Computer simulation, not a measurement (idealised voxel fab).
Presented below is a process module, voxel released beams.
Xsec cut, 180 nm wide, square cell size 5 nm.
A cross-section is a grid of square cells, given in bands from the top down. A band is one or more rows of cells. Basically the band line says how high the top is and how high the bottom is, in nm, and then what's in it from left to right, every material with its width in nm. Empty space shows up as "empty", and if a single material carries "throughout" it runs the full band edge to edge. For the purposes of this specification, 0 denotes the height below which the wafer in its as-received condition is composed wholly of one material, and the lowermost band, lacking a lower limit, extends downward without end, as expressed in "top 0, no bottom". A width given as "30->40" starts at the first number in the band's top row and ends at the second number in its bottom row, shifting by an equal amount at every step from row to row. For the purposes of this document, the phrase "nothing got changed" attached to a step denotes that no cell within the cross-section was modified by that step. Voids not open to the top, 8 cells minimum: see "Closed internal cavities". Written width x height at distance; distance is from the left edge; nm. Note: text after step settings on the step line = simulator remark on that step. The line of a step may include "overlay nm". On a step with a mask, this value is how far to the right of its planned place the mask lay. A negative value means the mask lay to the left.
**Below is the list of planned process steps**
step 1: RECEIVE with material Si
step 2: CONFORMAL_DEP with material SiN, thk nm 10
step 3: DIRECTIONAL_DEP with material SiO2, thk nm 20
step 4: PATTERN with tone open, mask id ANCHOR, material resist, width nm 35, thk nm 15, overlay nm 0
step 5: DIRECTIONAL_ETCH with etch materials SiO2, depth nm 20
step 6: STRIP with etch materials resist
step 7: CONFORMAL_DEP with material TiN, thk nm 15
step 8: DIRECTIONAL_DEP with material aC, thk nm 15
step 9: PATTERN with tone cover, mask id BEAM, material resist, width nm 100, thk nm 30, overlay nm 0
step 10: DIRECTIONAL_ETCH with etch materials aC, depth nm 15
step 11: STRIP with etch materials resist
step 12: DIRECTIONAL_ETCH with etch materials TiN, depth nm 15
step 13: STRIP with etch materials aC
step 14: STRIP with etch materials SiO2
**Received-state cross-section, reflecting completion of step 1**
- top 0, no bottom: Si throughout
- Closed internal cavities: none
**Look at the cross-section after the module: the wafer started out the way shown above and the plan was the one shown above, yet one mistake was made along the way**
- top 45, bottom 30: empty (35)  TiN (10)  empty (5)  TiN (85)  empty (45)
- top 30, bottom 25: empty (30)  TiN (15)  empty (5)  TiN (15)  empty (115)
- top 25, bottom 10: empty (30)  TiN (35)  empty (115)
- top 10, bottom 0: SiN throughout
- top 0, no bottom: Si throughout
- Closed internal cavities: none
Which mistake was made when the wafer was run? step 4, actual vs plan mismatch, actual run PATTERN with tone open, mask id ANCHOR, material resist, width nm 35, thk nm 15, overlay nm -10
